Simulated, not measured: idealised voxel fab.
The name of this process module is voxel capacitor over wiring.
Square cell edge 5 nm, section width 180 nm, ID cut.
A cross-section is written here as square cells arranged in a grid, and it is given in bands from the top down, each band taking up one or more rows of cells. The entry gives the band's vertical extent as a top height and a bottom height in nm, then its horizontal make-up as materials from left to right, each with a width in nm. "air" stands for empty space; a single material marked "throughout" fills the band edge to edge. Where do heights start? At 0: under that level the wafer as delivered is made of one material only. And the lowest band has no floor; it just carries on downward, as in "0 and below". Quick explanation for "30->40": the width changes in equal steps down the rows of cells, from the first number in the band's top row to the second number in its bottom row. "same as before", as given for a step, is the statement that not any cell of the cross-section underwent a change during that step. In "Encapsulated voids" the enclosed voids are listed, meaning empty spaces of 8 cells or larger without any opening to the top. The form is width x height at distance, distance from the left edge, units nm. Step line, after settings: the simulator's comment on this step. A step's line can hold "overlay nm"; with a mask on that step, the setting says how far right of the planned place the mask lay, while a negative setting says it lay to the left.
-- Steps in the process plan
| 1 | RECEIVE [material Si] |
| 2 | CONFORMAL_DEP [material SiO2] [thk nm 10] |
| 3 | DIRECTIONAL_DEP [material TiN] [thk nm 5] |
| 4 | DIRECTIONAL_DEP [material W] [thk nm 15] |
| 5 | PATTERN [tone cover] [mask id METAL_1] [material resist] [width nm 25] [pitch nm 75] [thk nm 15] [overlay nm 0] |
| 6 | DIRECTIONAL_ETCH [etch materials W] [depth nm 15] |
| 7 | DIRECTIONAL_ETCH [etch materials TiN] [depth nm 5] |
| 8 | STRIP [etch materials resist] |
| 9 | FILL_DEP [material lowk] [thk nm 5] |
| 10 | CMP [height nm 30] |
| 11 | CONFORMAL_DEP [material SiCN] [thk nm 5] |
| 12 | DIRECTIONAL_DEP [material lowk] [thk nm 20] |
| 13 | PATTERN [tone open] [mask id PLUG_1] [material resist] [width nm 15] [thk nm 15] [overlay nm 0] |
| 14 | DIRECTIONAL_ETCH [etch materials lowk] [depth nm 20] |
| 15 | DIRECTIONAL_ETCH [etch materials SiCN] [depth nm 5] |
| 16 | STRIP [etch materials resist] |
| 17 | EPI [material Ru] [thk nm 10] |
| 18 | EPI [material Ru] [thk nm 10] |
| 19 | EPI [material Ru] [thk nm 5] |
| 20 | DIRECTIONAL_DEP [material TiN] [thk nm 10] |
| 21 | DIRECTIONAL_DEP [material Al2O3] [thk nm 5] |
| 22 | DIRECTIONAL_DEP [material TiN] [thk nm 5] |
| 23 | DIRECTIONAL_DEP [material aC] [thk nm 15] |
| 24 | PATTERN [tone cover] [mask id UPPER_PLATE] [material resist] [width nm 55] [thk nm 35] [overlay nm 0] |
| 25 | DIRECTIONAL_ETCH [etch materials aC] [depth nm 15] |
| 26 | STRIP [etch materials resist] |
| 27 | DIRECTIONAL_ETCH [etch materials TiN] [depth nm 5] |
| 28 | DIRECTIONAL_ETCH [etch materials Al2O3] [depth nm 5] |
| 29 | STRIP [etch materials aC] |
| 30 | PATTERN [tone cover] [mask id LOWER_PLATE] [material resist] [width nm 65] [thk nm 20] [overlay nm 0] |
| 31 | DIRECTIONAL_ETCH [etch materials TiN] [depth nm 10] |
| 32 | STRIP [etch materials resist] |
| 33 | FILL_DEP [material SiO2] [thk nm 20] |
| 34 | CMP [height nm 90] |
| 35 | PATTERN [tone open] [mask id PLUG_2] [material resist] [width nm 15] [thk nm 20] [overlay nm 0] |
| 36 | DIRECTIONAL_ETCH [etch materials SiO2] [depth nm 15] |
| 37 | STRIP [etch materials resist] |
| 38 | CONFORMAL_DEP [material TiN] [thk nm 5] |
| 39 | FILL_DEP [material W] [thk nm 10] |
| 40 | CMP [height nm 90] |
| 41 | CONFORMAL_DEP [material SiN] [thk nm 5] |
-- Received-state cross-section, reflecting completion of step 1
    0 and below: Si throughout
    Encapsulated voids: none
-- Look at the cross-section after the module: the wafer started out the way shown above and the plan was the one shown above, yet one mistake was made along the way
    95 down to 90: SiN throughout
    90 down to 80: SiO2 (60), TiN (5), W (5), TiN (5), SiO2 (105)
    80 down to 70: SiO2 (60->50), TiN (15->55), SiO2 (105->75)
    70 down to 65: SiO2 (50), Al2O3 (55), SiO2 (75)
    65 down to 55: SiO2 (45), TiN (65), SiO2 (70)
    55 down to 35: lowk (50), Ru (15), lowk (115)
    35 down to 30: SiCN (50), Ru (15), SiCN (115)
    30 down to 15: lowk (45), W (25), lowk (50), W (25), lowk (35)
    15 down to 10: lowk (45), TiN (25), lowk (50), TiN (25), lowk (35)
    10 down to 0: SiO2 throughout
    0 and below: Si throughout
    Encapsulated voids: none
Where did the run depart from the plan? it should be noted that step 5 was executed with settings other than those planned, the operation and settings actually applied being PATTERN [tone cover] [mask id METAL_1] [material resist] [width nm 25] [pitch nm 75] [thk nm 15] [overlay nm 5]
